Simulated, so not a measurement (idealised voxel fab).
process module | voxel self aligned contacts
cross-section cut | 175 nm wide | cells 5 nm
A cross-section is a grid of square cells, given in bands from the top down. A band is one or more rows of cells.
Each band's line starts with the height of the band's top and of its bottom, in nm. Then come its materials from left to right, each with its width in nm. One material with "throughout" fills the band from edge to edge. "air" is empty space.
Height 0 is the level under which the wafer as received is all one material. The lowest band goes on downwards, as in "0 down".
A width such as "30 to 40" changes by the same amount from each row of cells to the next, from the band's top row to its bottom row.
"no change" after a step means that no cell of the cross-section changed.
closed voids: empty space of 8 cells or more with no open way to the top, each as width x height at its distance from the left edge, in nm
after a step's settings: what the simulator itself notes on the step
overlay nm, on a step with a mask: how far to the right of its planned place the mask lay; to the left if negative
Each pair below shows a cross-section before one step and the cross-section after it, down to the lowest band that changed. The line under each pair gives the step between them, with its settings. The pairs can come from different runs of this module on the same starting wafer, so a pair continues from the pair above only where its "before" says so.
before
  0 down: Si throughout
  closed voids: none
after
  5 to 0: SiO2 throughout
  below 0: unchanged
  closed voids: none
the step between: op CONFORMAL_DEP | material SiO2 | thk nm 5
before: the cross-section after the pair above
after
  25 to 5: polySi throughout
  below 5: unchanged
  closed voids: none
the step between: op DIRECTIONAL_DEP | material polySi | thk nm 20
before: the cross-section after the pair above
after
  45 to 25: SiN throughout
  below 25: unchanged
  closed voids: none
the step between: op DIRECTIONAL_DEP | material SiN | thk nm 20
before: the cross-section after the pair above
after
  45 to 25: air 35 | SiN 35 | air 30 | SiN 35 | air 40
  below 25: unchanged
  closed voids: none
the step between: op MASKED_ETCH | tone cover | mask id GATE | width nm 35 | pitch nm 65 | etch materials SiN | depth nm 20 | overlay nm 0
before: the cross-section after the pair above
after
  45 to 25: air 35 | SiN 35 | air 30 | SiN 35 | air 40
  25 to 5: air 35 | polySi 35 | air 30 | polySi 35 | air 40
  below 5: unchanged
  closed voids: none
the step between: op MASKED_ETCH | tone cover | mask id GATE | width nm 35 | pitch nm 65 | etch materials polySi | depth nm 20 | overlay nm 0
before: the cross-section after the pair above
after
  50 to 25: air 30 | SiN 45 | air 20 | SiN 45 | air 35
  25 to 10: air 30 | SiN 5 | polySi 35 | SiN 5 | air 20 | SiN 5 | polySi 35 | SiN 5 | air 35
  10 to 5: SiN 35 | polySi 35 | SiN 30 | polySi 35 | SiN 40
  below 5: unchanged
  closed voids: none
the step between: op CONFORMAL_DEP | material SiN | thk nm 5
before: the cross-section after the pair above
after
  45 to 25: air 30 | SiN 45 | air 20 | SiN 45 | air 35
  25 to 5: air 30 | SiN 5 | polySi 35 | SiN 5 | air 20 | SiN 5 | polySi 35 | SiN 5 | air 35
  below 5: unchanged
  closed voids: none
the step between: op DIRECTIONAL_ETCH | etch materials SiN | depth nm 5
before: the cross-section after the pair above
after
  55 to 45: SiO2 throughout
  45 to 25: SiO2 30 | SiN 45 | SiO2 20 | SiN 45 | SiO2 35
  25 to 5: SiO2 30 | SiN 5 | polySi 35 | SiN 5 | SiO2 20 | SiN 5 | polySi 35 | SiN 5 | SiO2 35
  below 5: unchanged
  closed voids: none
the step between: op FILL_DEP | material SiO2 | thk nm 10
before: the cross-section after the pair above
after
  50 to 45: SiO2 throughout
  below 45: unchanged
  closed voids: none
the step between: op CMP | height nm 50
before: the cross-section after the pair above
after
  70 to 50: resist 65 | air 40 | resist 70
  below 50: unchanged
  closed voids: none
the step between: op PATTERN | tone open | mask id CONTACT | material resist | width nm 40 | thk nm 20 | overlay nm 0
before: the cross-section after the pair above
after
  70 to 50: resist 65 | air 40 | resist 70
  50 to 45: SiO2 65 | air 40 | SiO2 70
  45 to 25: SiO2 30 | SiN 45 | air 20 | SiN 45 | SiO2 35
  25 to 5: SiO2 30 | SiN 5 | polySi 35 | SiN 5 | air 20 | SiN 5 | polySi 35 | SiN 5 | SiO2 35
  5 to 0: SiO2 75 | air 20 | SiO2 80
  below 0: unchanged
  closed voids: none
the step between: op DIRECTIONAL_ETCH | etch materials SiO2 | depth nm 50
before: the cross-section after the pair above
after
  50 to 45: SiO2 65 | air 40 | SiO2 70
  below 45: unchanged
  closed voids: none
the step between: op STRIP | etch materials resist
before: the cross-section after the pair above
after
  55 to 50: TiN 70 | air 30 | TiN 75
  50 to 45: SiO2 65 | TiN 15 | air 10 | TiN 15 | SiO2 70
  45 to 25: SiO2 30 | SiN 45 | TiN 5 | air 10 | TiN 5 | SiN 45 | SiO2 35
  25 to 5: SiO2 30 | SiN 5 | polySi 35 | SiN 5 | TiN 5 | air 10 | TiN 5 | SiN 5 | polySi 35 | SiN 5 | SiO2 35
  5 to 0: SiO2 75 | TiN 20 | SiO2 80
  below 0: unchanged
  closed voids: none
the step between: op CONFORMAL_DEP | material TiN | thk nm 5
before: the cross-section after the pair above
after
  65 to 55: W throughout
  55 to 50: TiN 70 | W 30 | TiN 75
  50 to 45: SiO2 65 | TiN 15 | W 10 | TiN 15 | SiO2 70
  45 to 25: SiO2 30 | SiN 45 | TiN 5 | W 10 | TiN 5 | SiN 45 | SiO2 35
  25 to 5: SiO2 30 | SiN 5 | polySi 35 | SiN 5 | TiN 5 | W 10 | TiN 5 | SiN 5 | polySi 35 | SiN 5 | SiO2 35
  below 5: unchanged
  closed voids: none
the step between: op FILL_DEP | material W | thk nm 10
before: the cross-section after the pair above
after
  50 to 45: SiO2 65 | TiN 15 | W 10 | TiN 15 | SiO2 70
  below 45: unchanged
  closed voids: none
the step between: op CMP | height nm 50
before: the cross-section after the pair above
after
  55 to 50: SiN throughout
  below 50: unchanged
  closed voids: none
the step between: op CONFORMAL_DEP | material SiN | thk nm 5
before
  0 down: Si throughout
  closed voids: none
after
  20 to 0: polySi throughout
  below 0: unchanged
  closed voids: none
the step between: op DIRECTIONAL_DEP | material polySi | thk nm 20
before: the cross-section after the pair above
after
  40 to 20: SiN throughout
  below 20: unchanged
  closed voids: none
the step between: op DIRECTIONAL_DEP | material SiN | thk nm 20
before: the cross-section after the pair above
after
  40 to 20: air 35 | SiN 35 | air 30 | SiN 35 | air 40
  below 20: unchanged
  closed voids: none
the step between: op MASKED_ETCH | tone cover | mask id GATE | width nm 35 | pitch nm 65 | etch materials SiN | depth nm 20 | overlay nm 0
before: the cross-section after the pair above
after
  40 to 20: air 35 | SiN 35 | air 30 | SiN 35 | air 40
  20 to 0: air 35 | polySi 35 | air 30 | polySi 35 | air 40
  below 0: unchanged
  closed voids: none
the step between: op MASKED_ETCH | tone cover | mask id GATE | width nm 35 | pitch nm 65 | etch materials polySi | depth nm 20 | overlay nm 0
before: the cross-section after the pair above
after
  45 to 20: air 30 | SiN 45 | air 20 | SiN 45 | air 35
  20 to 5: air 30 | SiN 5 | polySi 35 | SiN 5 | air 20 | SiN 5 | polySi 35 | SiN 5 | air 35
  5 to 0: SiN 35 | polySi 35 | SiN 30 | polySi 35 | SiN 40
  below 0: unchanged
  closed voids: none
the step between: op CONFORMAL_DEP | material SiN | thk nm 5
before: the cross-section after the pair above
after
  40 to 20: air 30 | SiN 45 | air 20 | SiN 45 | air 35
  20 to 0: air 30 | SiN 5 | polySi 35 | SiN 5 | air 20 | SiN 5 | polySi 35 | SiN 5 | air 35
  below 0: unchanged
  closed voids: none
the step between: op DIRECTIONAL_ETCH | etch materials SiN | depth nm 5
before: the cross-section after the pair above
after
  50 to 40: SiO2 throughout
  40 to 20: SiO2 30 | SiN 45 | SiO2 20 | SiN 45 | SiO2 35
  20 to 0: SiO2 30 | SiN 5 | polySi 35 | SiN 5 | SiO2 20 | SiN 5 | polySi 35 | SiN 5 | SiO2 35
  below 0: unchanged
  closed voids: none
the step between: op FILL_DEP | material SiO2 | thk nm 10
before: the cross-section after the pair above
after
  70 to 50: resist 65 | air 40 | resist 70
  below 50: unchanged
  closed voids: none
the step between: op PATTERN | tone open | mask id CONTACT | material resist | width nm 40 | thk nm 20 | overlay nm 0
before: the cross-section after the pair above
after
  70 to 50: resist 65 | air 40 | resist 70
  50 to 40: SiO2 65 | air 40 | SiO2 70
  40 to 20: SiO2 30 | SiN 45 | air 20 | SiN 45 | SiO2 35
  20 to 0: SiO2 30 | SiN 5 | polySi 35 | SiN 5 | air 20 | SiN 5 | polySi 35 | SiN 5 | SiO2 35
  below 0: unchanged
  closed voids: none
the step between: op DIRECTIONAL_ETCH | etch materials SiO2 | depth nm 50
before: the cross-section after the pair above
after
  50 to 40: SiO2 65 | air 40 | SiO2 70
  below 40: unchanged
  closed voids: none
the step between: op STRIP | etch materials resist
before: the cross-section after the pair above
after
  55 to 50: TiN 70 | air 30 | TiN 75
  50 to 40: SiO2 65 | TiN 5 to 15 | air 30 to 10 | TiN 5 to 15 | SiO2 70
  40 to 20: SiO2 30 | SiN 45 | TiN 5 | air 10 | TiN 5 | SiN 45 | SiO2 35
  20 to 5: SiO2 30 | SiN 5 | polySi 35 | SiN 5 | TiN 5 | air 10 | TiN 5 | SiN 5 | polySi 35 | SiN 5 | SiO2 35
  5 to 0: SiO2 30 | SiN 5 | polySi 35 | SiN 5 | TiN 20 | SiN 5 | polySi 35 | SiN 5 | SiO2 35
  below 0: unchanged
  closed voids: none
the step between: op CONFORMAL_DEP | material TiN | thk nm 5
before: the cross-section after the pair above
after
  65 to 55: W throughout
  55 to 50: TiN 70 | W 30 | TiN 75
  50 to 40: SiO2 65 | TiN 5 to 15 | W 30 to 10 | TiN 5 to 15 | SiO2 70
  40 to 20: SiO2 30 | SiN 45 | TiN 5 | W 10 | TiN 5 | SiN 45 | SiO2 35
  20 to 5: SiO2 30 | SiN 5 | polySi 35 | SiN 5 | TiN 5 | W 10 | TiN 5 | SiN 5 | polySi 35 | SiN 5 | SiO2 35
  below 5: unchanged
  closed voids: none
the step between: op FILL_DEP | material W | thk nm 10
before: the cross-section after the pair above
after
  50 to 40: SiO2 65 | TiN 5 to 15 | W 30 to 10 | TiN 5 to 15 | SiO2 70
  below 40: unchanged
  closed voids: none
the step between: op CMP | height nm 50
before: the cross-section after the pair above
after
  55 to 50: SiN throughout
  below 50: unchanged
  closed voids: none
the step between: op CONFORMAL_DEP | material SiN | thk nm 5
before
  25 to 5: polySi throughout
  5 to 0: SiO2 throughout
  0 down: Si throughout
  closed voids: none
after
  45 to 5: polySi throughout
  below 5: unchanged
  closed voids: none
the step between: op DIRECTIONAL_DEP | material polySi | thk nm 20
before: the cross-section after the pair above
after
  65 to 45: SiN throughout
  below 45: unchanged
  closed voids: none
the step between: op DIRECTIONAL_DEP | material SiN | thk nm 20
before: the cross-section after the pair above
after
  65 to 45: air 35 | SiN 35 | air 30 | SiN 35 | air 40
  below 45: unchanged
  closed voids: none
the step between: op MASKED_ETCH | tone cover | mask id GATE | width nm 35 | pitch nm 65 | etch materials SiN | depth nm 20 | overlay nm 0
before: the cross-section after the pair above
after
  65 to 45: air 35 | SiN 35 | air 30 | SiN 35 | air 40
  45 to 25: air 35 | polySi 35 | air 30 | polySi 35 | air 40
  below 25: unchanged
  closed voids: none
the step between: op MASKED_ETCH | tone cover | mask id GATE | width nm 35 | pitch nm 65 | etch materials polySi | depth nm 20 | overlay nm 0
before: the cross-section after the pair above
after
  70 to 45: air 30 | SiN 45 | air 20 | SiN 45 | air 35
  45 to 30: air 30 | SiN 5 | polySi 35 | SiN 5 | air 20 | SiN 5 | polySi 35 | SiN 5 | air 35
  30 to 25: SiN 35 | polySi 35 | SiN 30 | polySi 35 | SiN 40
  below 25: unchanged
  closed voids: none
the step between: op CONFORMAL_DEP | material SiN | thk nm 5
before: the cross-section after the pair above
after
  65 to 45: air 30 | SiN 45 | air 20 | SiN 45 | air 35
  45 to 25: air 30 | SiN 5 | polySi 35 | SiN 5 | air 20 | SiN 5 | polySi 35 | SiN 5 | air 35
  below 25: unchanged
  closed voids: none
the step between: op DIRECTIONAL_ETCH | etch materials SiN | depth nm 5
before: the cross-section after the pair above
after
  75 to 65: SiO2 throughout
  65 to 45: SiO2 30 | SiN 45 | SiO2 20 | SiN 45 | SiO2 35
  45 to 25: SiO2 30 | SiN 5 | polySi 35 | SiN 5 | SiO2 20 | SiN 5 | polySi 35 | SiN 5 | SiO2 35
  below 25: unchanged
  closed voids: none
the step between: op FILL_DEP | material SiO2 | thk nm 10
before: the cross-section after the pair above
after
  50 to 45: SiO2 30 | SiN 45 | SiO2 20 | SiN 45 | SiO2 35
  below 45: unchanged
  closed voids: none
the step between: op CMP | height nm 50
before: the cross-section after the pair above
after
  70 to 50: resist 65 | air 40 | resist 70
  below 50: unchanged
  closed voids: none
the step between: op PATTERN | tone open | mask id CONTACT | material resist | width nm 40 | thk nm 20 | overlay nm 0
before: the cross-section after the pair above
after
  70 to 50: resist 65 | air 40 | resist 70
  50 to 45: SiO2 30 | SiN 45 | air 20 | SiN 45 | SiO2 35
  45 to 25: SiO2 30 | SiN 5 | polySi 35 | SiN 5 | air 20 | SiN 5 | polySi 35 | SiN 5 | SiO2 35
  below 25: unchanged
  closed voids: none
the step between: op DIRECTIONAL_ETCH | etch materials SiO2 | depth nm 50
before: the cross-section after the pair above
after
  50 to 45: SiO2 30 | SiN 45 | air 20 | SiN 45 | SiO2 35
  below 45: unchanged
  closed voids: none
the step between: op STRIP | etch materials resist
before: the cross-section after the pair above
after
  55 to 50: TiN 80 | air 10 | TiN 85
  50 to 45: SiO2 30 | SiN 45 | TiN 5 | air 10 | TiN 5 | SiN 45 | SiO2 35
  45 to 30: SiO2 30 | SiN 5 | polySi 35 | SiN 5 | TiN 5 | air 10 | TiN 5 | SiN 5 | polySi 35 | SiN 5 | SiO2 35
  30 to 25: SiO2 30 | SiN 5 | polySi 35 | SiN 5 | TiN 20 | SiN 5 | polySi 35 | SiN 5 | SiO2 35
  below 25: unchanged
  closed voids: none
the step between: op CONFORMAL_DEP | material TiN | thk nm 5
before: the cross-section after the pair above
after
  65 to 55: W throughout
  55 to 50: TiN 80 | W 10 | TiN 85
  50 to 45: SiO2 30 | SiN 45 | TiN 5 | W 10 | TiN 5 | SiN 45 | SiO2 35
  45 to 30: SiO2 30 | SiN 5 | polySi 35 | SiN 5 | TiN 5 | W 10 | TiN 5 | SiN 5 | polySi 35 | SiN 5 | SiO2 35
  below 30: unchanged
  closed voids: none
the step between: op FILL_DEP | material W | thk nm 10
before: the cross-section after the pair above
after
  50 to 45: SiO2 30 | SiN 45 | TiN 5 | W 10 | TiN 5 | SiN 45 | SiO2 35
  below 45: unchanged
  closed voids: none
the step between: op CMP | height nm 50
before: the cross-section after the pair above
after
  55 to 50: SiN throughout
  below 50: unchanged
  closed voids: none
the step between: op CONFORMAL_DEP | material SiN | thk nm 5
before
  45 to 25: air 35 | SiN 35 | air 30 | SiN 35 | air 40
  25 to 5: air 35 | polySi 35 | air 30 | polySi 35 | air 40
  5 to 0: SiO2 throughout
  0 down: Si throughout
  closed voids: none
after
  40 to 25: air 35 | SiN 35 | air 30 | SiN 35 | air 40
  below 25: unchanged
  closed voids: none
the step between: op DIRECTIONAL_ETCH | etch materials SiN | depth nm 5
before: the cross-section after the pair above
after
  45 to 25: air 30 | SiN 45 | air 20 | SiN 45 | air 35
  25 to 10: air 30 | SiN 5 | polySi 35 | SiN 5 | air 20 | SiN 5 | polySi 35 | SiN 5 | air 35
  10 to 5: SiN 35 | polySi 35 | SiN 30 | polySi 35 | SiN 40
  below 5: unchanged
  closed voids: none
the step between: op CONFORMAL_DEP | material SiN | thk nm 5
before: the cross-section after the pair above
after
  55 to 45: SiO2 throughout
  45 to 25: SiO2 30 | SiN 45 | SiO2 20 | SiN 45 | SiO2 35
  25 to 10: SiO2 30 | SiN 5 | polySi 35 | SiN 5 | SiO2 20 | SiN 5 | polySi 35 | SiN 5 | SiO2 35
  below 10: unchanged
  closed voids: none
the step between: op FILL_DEP | material SiO2 | thk nm 10
before: the cross-section after the pair above
after
  50 to 45: SiO2 throughout
  below 45: unchanged
  closed voids: none
the step between: op CMP | height nm 50
before: the cross-section after the pair above
after
  70 to 50: resist 65 | air 40 | resist 70
  below 50: unchanged
  closed voids: none
the step between: op PATTERN | tone open | mask id CONTACT | material resist | width nm 40 | thk nm 20 | overlay nm 0
before: the cross-section after the pair above
after
  70 to 50: resist 65 | air 40 | resist 70
  50 to 45: SiO2 65 | air 40 | SiO2 70
  45 to 25: SiO2 30 | SiN 45 | air 20 | SiN 45 | SiO2 35
  25 to 10: SiO2 30 | SiN 5 | polySi 35 | SiN 5 | air 20 | SiN 5 | polySi 35 | SiN 5 | SiO2 35
  below 10: unchanged
  closed voids: none
the step between: op DIRECTIONAL_ETCH | etch materials SiO2 | depth nm 50
before: the cross-section after the pair above
after
  50 to 45: SiO2 65 | air 40 | SiO2 70
  below 45: unchanged
  closed voids: none
the step between: op STRIP | etch materials resist
before: the cross-section after the pair above
after
  55 to 50: TiN 70 | air 30 | TiN 75
  50 to 45: SiO2 65 | TiN 15 | air 10 | TiN 15 | SiO2 70
  45 to 25: SiO2 30 | SiN 45 | TiN 5 | air 10 | TiN 5 | SiN 45 | SiO2 35
  25 to 15: SiO2 30 | SiN 5 | polySi 35 | SiN 5 | TiN 5 | air 10 | TiN 5 | SiN 5 | polySi 35 | SiN 5 | SiO2 35
  15 to 10: SiO2 30 | SiN 5 | polySi 35 | SiN 5 | TiN 20 | SiN 5 | polySi 35 | SiN 5 | SiO2 35
  below 10: unchanged
  closed voids: none
the step between: op CONFORMAL_DEP | material TiN | thk nm 5
before: the cross-section after the pair above
after
  65 to 55: W throughout
  55 to 50: TiN 70 | W 30 | TiN 75
  50 to 45: SiO2 65 | TiN 15 | W 10 | TiN 15 | SiO2 70
  45 to 25: SiO2 30 | SiN 45 | TiN 5 | W 10 | TiN 5 | SiN 45 | SiO2 35
  25 to 15: SiO2 30 | SiN 5 | polySi 35 | SiN 5 | TiN 5 | W 10 | TiN 5 | SiN 5 | polySi 35 | SiN 5 | SiO2 35
  below 15: unchanged
  closed voids: none
the step between: op FILL_DEP | material W | thk nm 10
before: the cross-section after the pair above
after
  50 to 45: SiO2 65 | TiN 15 | W 10 | TiN 15 | SiO2 70
  below 45: unchanged
  closed voids: none
the step between: op CMP | height nm 50
before: the cross-section after the pair above
after
  55 to 50: SiN throughout
  below 50: unchanged
  closed voids: none
the step between: op CONFORMAL_DEP | material SiN | thk nm 5
before
  65 to 55: W throughout
  55 to 50: TiN 70 | W 30 | TiN 75
  50 to 45: SiO2 65 | TiN 15 | W 10 | TiN 15 | SiO2 70
  45 to 25: SiO2 30 | SiN 45 | TiN 5 | W 10 | TiN 5 | SiN 45 | SiO2 35
  25 to 5: SiO2 30 | SiN 5 | polySi 35 | SiN 5 | TiN 5 | W 10 | TiN 5 | SiN 5 | polySi 35 | SiN 5 | SiO2 35
  5 to 0: SiO2 75 | TiN 20 | SiO2 80
  0 down: Si throughout
  closed voids: none
after
  55 to 50: TiN 70 | W 30 | TiN 75
  below 50: unchanged
  closed voids: none
the step between: op CMP | height nm 55
before: the cross-section after the pair above
after
  60 to 55: SiN throughout
  below 55: unchanged
  closed voids: none
the step between: op CONFORMAL_DEP | material SiN | thk nm 5
before
  50 to 45: SiO2 throughout
  45 to 25: SiO2 30 | SiN 45 | SiO2 20 | SiN 45 | SiO2 35
  25 to 5: SiO2 30 | SiN 5 | polySi 35 | SiN 5 | SiO2 20 | SiN 5 | polySi 35 | SiN 5 | SiO2 35
  5 to 0: SiO2 throughout
  0 down: Si throughout
  closed voids: none
after
  70 to 50: resist 70 | air 30 | resist 75
  below 50: unchanged
  closed voids: none
the step between: op PATTERN | tone open | mask id CONTACT | material resist | width nm 30 | thk nm 20 | overlay nm 0
before: the cross-section after the pair above
after
  70 to 50: resist 70 | air 30 | resist 75
  50 to 45: SiO2 70 | air 30 | SiO2 75
  45 to 25: SiO2 30 | SiN 45 | air 20 | SiN 45 | SiO2 35
  25 to 5: SiO2 30 | SiN 5 | polySi 35 | SiN 5 | air 20 | SiN 5 | polySi 35 | SiN 5 | SiO2 35
  5 to 0: SiO2 75 | air 20 | SiO2 80
  below 0: unchanged
  closed voids: none
the step between: op DIRECTIONAL_ETCH | etch materials SiO2 | depth nm 50
before: the cross-section after the pair above
after
  50 to 45: SiO2 70 | air 30 | SiO2 75
  below 45: unchanged
  closed voids: none
the step between: op STRIP | etch materials resist
before: the cross-section after the pair above
after
  55 to 50: TiN 75 | air 20 | TiN 80
  50 to 45: SiO2 70 | TiN 10 | air 10 | TiN 10 | SiO2 75
  45 to 25: SiO2 30 | SiN 45 | TiN 5 | air 10 | TiN 5 | SiN 45 | SiO2 35
  25 to 5: SiO2 30 | SiN 5 | polySi 35 | SiN 5 | TiN 5 | air 10 | TiN 5 | SiN 5 | polySi 35 | SiN 5 | SiO2 35
  5 to 0: SiO2 75 | TiN 20 | SiO2 80
  below 0: unchanged
  closed voids: none
the step between: op CONFORMAL_DEP | material TiN | thk nm 5
before: the cross-section after the pair above
after
  65 to 55: W throughout
  55 to 50: TiN 75 | W 20 | TiN 80
  50 to 45: SiO2 70 | TiN 10 | W 10 | TiN 10 | SiO2 75
  45 to 25: SiO2 30 | SiN 45 | TiN 5 | W 10 | TiN 5 | SiN 45 | SiO2 35
  25 to 5: SiO2 30 | SiN 5 | polySi 35 | SiN 5 | TiN 5 | W 10 | TiN 5 | SiN 5 | polySi 35 | SiN 5 | SiO2 35
  below 5: unchanged
  closed voids: none
the step between: op FILL_DEP | material W | thk nm 10
before: the cross-section after the pair above
after
  50 to 45: SiO2 70 | TiN 10 | W 10 | TiN 10 | SiO2 75
  below 45: unchanged
  closed voids: none
the step between: op CMP | height nm 50
before: the cross-section after the pair above
after
  55 to 50: SiN throughout
  below 50: unchanged
  closed voids: none
the step between: op CONFORMAL_DEP | material SiN | thk nm 5
before
  50 to 45: SiO2 throughout
  45 to 25: SiO2 30 | SiN 45 | SiO2 20 | SiN 45 | SiO2 35
  25 to 5: SiO2 30 | SiN 5 | polySi 35 | SiN 5 | SiO2 20 | SiN 5 | polySi 35 | SiN 5 | SiO2 35
  5 to 0: SiO2 throughout
  0 down: Si throughout
  closed voids: none
after
  70 to 50: resist 75 | air 40 | resist 60
  below 50: unchanged
  closed voids: none
the step between: op PATTERN | tone open | mask id CONTACT | material resist | width nm 40 | thk nm 20 | overlay nm 10
before: the cross-section after the pair above
after
  70 to 50: resist 75 | air 40 | resist 60
  50 to 45: SiO2 75 | air 40 | SiO2 60
  45 to 25: SiO2 30 | SiN 45 | air 20 | SiN 45 | SiO2 35
  25 to 5: SiO2 30 | SiN 5 | polySi 35 | SiN 5 | air 20 | SiN 5 | polySi 35 | SiN 5 | SiO2 35
  5 to 0: SiO2 75 | air 20 | SiO2 80
  below 0: unchanged
  closed voids: none
the step between: op DIRECTIONAL_ETCH | etch materials SiO2 | depth nm 50
before: the cross-section after the pair above
after
  50 to 45: SiO2 75 | air 40 | SiO2 60
  below 45: unchanged
  closed voids: none
the step between: op STRIP | etch materials resist
before: the cross-section after the pair above
after
  55 to 50: TiN 80 | air 30 | TiN 65
  50 to 45: SiO2 75 | TiN 5 | air 10 | TiN 25 | SiO2 60
  45 to 25: SiO2 30 | SiN 45 | TiN 5 | air 10 | TiN 5 | SiN 45 | SiO2 35
  25 to 5: SiO2 30 | SiN 5 | polySi 35 | SiN 5 | TiN 5 | air 10 | TiN 5 | SiN 5 | polySi 35 | SiN 5 | SiO2 35
  5 to 0: SiO2 75 | TiN 20 | SiO2 80
  below 0: unchanged
  closed voids: none
the step between: op CONFORMAL_DEP | material TiN | thk nm 5
before: the cross-section after the pair above
after
  65 to 55: W throughout
  55 to 50: TiN 80 | W 30 | TiN 65
  50 to 45: SiO2 75 | TiN 5 | W 10 | TiN 25 | SiO2 60
  45 to 25: SiO2 30 | SiN 45 | TiN 5 | W 10 | TiN 5 | SiN 45 | SiO2 35
  25 to 5: SiO2 30 | SiN 5 | polySi 35 | SiN 5 | TiN 5 | W 10 | TiN 5 | SiN 5 | polySi 35 | SiN 5 | SiO2 35
  below 5: unchanged
  closed voids: none
the step between: op FILL_DEP | material W | thk nm 10
before: the cross-section after the pair above
after
  50 to 45: SiO2 75 | TiN 5 | W 10 | TiN 25 | SiO2 60
  below 45: unchanged
  closed voids: none
the step between: op CMP | height nm 50
before: the cross-section after the pair above
after
  55 to 50: SiN throughout
  below 50: unchanged
  closed voids: none
the step between: op CONFORMAL_DEP | material SiN | thk nm 5
before
  50 to 45: SiO2 65 | TiN 15 | W 10 | TiN 15 | SiO2 70
  45 to 25: SiO2 30 | SiN 45 | TiN 5 | W 10 | TiN 5 | SiN 45 | SiO2 35
  25 to 5: SiO2 30 | SiN 5 | polySi 35 | SiN 5 | TiN 5 | W 10 | TiN 5 | SiN 5 | polySi 35 | SiN 5 | SiO2 35
  5 to 0: SiO2 75 | TiN 20 | SiO2 80
  0 down: Si throughout
  closed voids: none
after
  55 to 50: TiN throughout
  below 50: unchanged
  closed voids: none
the step between: op CONFORMAL_DEP | material TiN | thk nm 5
before
  50 to 45: SiO2 throughout
  45 to 25: SiO2 30 | SiN 45 | SiO2 20 | SiN 45 | SiO2 35
  25 to 5: SiO2 30 | SiN 5 | polySi 35 | SiN 5 | SiO2 20 | SiN 5 | polySi 35 | SiN 5 | SiO2 35
  5 to 0: SiO2 throughout
  0 down: Si throughout
  closed voids: none
after
  70 to 50: air 65 | resist 40 | air 70
  below 50: unchanged
  closed voids: none
the step between: op PATTERN | tone cover | mask id CONTACT | material resist | width nm 40 | thk nm 20 | overlay nm 0
before: the cross-section after the pair above
after
  70 to 50: air 65 | resist 40 | air 70
  50 to 45: air 65 | SiO2 40 | air 70
  45 to 25: air 30 | SiN 45 | SiO2 20 | SiN 45 | air 35
  25 to 5: air 30 | SiN 5 | polySi 35 | SiN 5 | SiO2 20 | SiN 5 | polySi 35 | SiN 5 | air 35
  5 to 0: air 30 | SiO2 110 | air 35
  below 0: unchanged
  closed voids: none
the step between: op DIRECTIONAL_ETCH | etch materials SiO2 | depth nm 50
before: the cross-section after the pair above
after
  50 to 45: air 65 | SiO2 40 | air 70
  below 45: unchanged
  closed voids: none
the step between: op STRIP | etch materials resist
before: the cross-section after the pair above
after
  55 to 50: air 60 | TiN 50 | air 65
  50 to 45: air 25 | TiN 40 | SiO2 40 | TiN 40 | air 30
  45 to 25: air 25 | TiN 5 | SiN 45 | SiO2 20 | SiN 45 | TiN 5 | air 30
  25 to 5: air 25 | TiN 5 | SiN 5 | polySi 35 | SiN 5 | SiO2 20 | SiN 5 | polySi 35 | SiN 5 | TiN 5 | air 30
  5 to 0: TiN 30 | SiO2 110 | TiN 35
  below 0: unchanged
  closed voids: none
the step between: op CONFORMAL_DEP | material TiN | thk nm 5
before: the cross-section after the pair above
after
  65 to 55: W throughout
  55 to 50: W 60 | TiN 50 | W 65
  50 to 45: W 25 | TiN 40 | SiO2 40 | TiN 40 | W 30
  45 to 25: W 25 | TiN 5 | SiN 45 | SiO2 20 | SiN 45 | TiN 5 | W 30
  25 to 5: W 25 | TiN 5 | SiN 5 | polySi 35 | SiN 5 | SiO2 20 | SiN 5 | polySi 35 | SiN 5 | TiN 5 | W 30
  below 5: unchanged
  closed voids: none
the step between: op FILL_DEP | material W | thk nm 10
before: the cross-section after the pair above
after
  50 to 45: W 25 | TiN 40 | SiO2 40 | TiN 40 | W 30
  below 45: unchanged
  closed voids: none
the step between: op CMP | height nm 50
before: the cross-section after the pair above
after
  55 to 50: SiN throughout
  below 50: unchanged
  closed voids: none
the step between: op CONFORMAL_DEP | material SiN | thk nm 5
